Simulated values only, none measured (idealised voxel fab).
You're looking at the process module voxel fin reveal.
Square cell edge 5 nm, section width 150 nm, ID cut.
A cross-section is a grid of square cells, given in bands from the top down. A band is one or more rows of cells. In this notation a band is specified by the heights of its top and bottom, in that order and in nm, after which its materials appear from left to right, each paired with its width in nm. The word "all across" attached to a single material means that material fills the band from edge to edge; the word "empty" stands for empty space. For the purposes of this specification, 0 denotes the height below which the wafer in its as-received condition is composed wholly of one material, and the lowermost band, lacking a lower limit, extends downward without end, as expressed in "z 0 and below". The width entry "30->40" should be interpreted row by row: the top row of cells in the band takes the first number, the bottom row takes the second number, and the change between adjacent rows is uniform throughout. Key: "no alterations made" - step with no changed cell in the cross-section. The label "Fully enclosed voids" introduces a list of the empty spaces, 8 cells or larger, that have no open way up to the top; each entry in it reads width x height at distance, where the distance is taken from the left edge and all three are stated in nm. Whatever follows a step's settings on its line is a remark the simulator itself makes about that step. Steps that use a mask can have "overlay nm" on their line. It says how far the mask sat to the right of where it was meant to be. Negative means to the left.

plan:
1) RECEIVE [material Si]
2) CONFORMAL_DEP [material SiN] [thk nm 10]
3) DIRECTIONAL_DEP [material aC] [thk nm 10]
4) PATTERN [tone cover] [mask id FINS] [material resist] [width nm 15] [pitch nm 40] [thk nm 25] [overlay nm 0]
5) DIRECTIONAL_ETCH [etch materials aC] [depth nm 10]
6) STRIP [etch materials resist]
7) DIRECTIONAL_ETCH [etch materials SiN] [depth nm 10]
8) DIRECTIONAL_ETCH [etch materials Si] [depth nm 40]
9) STRIP [etch materials aC]
10) FILL_DEP [material SiO2] [thk nm 5]
11) CMP [height nm 10]
12) SELECTIVE_ETCH [etch materials SiO2] [depth nm 25]
13) STRIP [etch materials SiN]

Received-state cross-section, reflecting completion of step 1:
* z 0 and below | Si all across
* Fully enclosed voids: none

End-of-module cross-section of the first of two wafers, processed as planned:
* z 0 to -15 | 45 empty | 15 Si | 25 empty | 15 Si | 50 empty
* z -15 to -40 | 45 SiO2 | 15 Si | 25 SiO2 | 15 Si | 50 SiO2
* z -40 and below | Si all across
* Fully enclosed voids: none

Second wafer through the module, sectioned at the end: same beginning and same plan as the first wafer, with one mistake in carrying it out:
* z 0 to -15 | 50 empty | 15 Si | 25 empty | 15 Si | 45 empty
* z -15 to -40 | 50 SiO2 | 15 Si | 25 SiO2 | 15 Si | 45 SiO2
* z -40 and below | Si all across
* Fully enclosed voids: none
Want to know what went wrong? in deviation from the planned setting, step 4 was conducted as PATTERN [tone cover] [mask id FINS] [material resist] [width nm 15] [pitch nm 40] [thk nm 25] [overlay nm 5]
At the close, every material occupies the same number of cells on the second wafer as on the first, only in different positions.
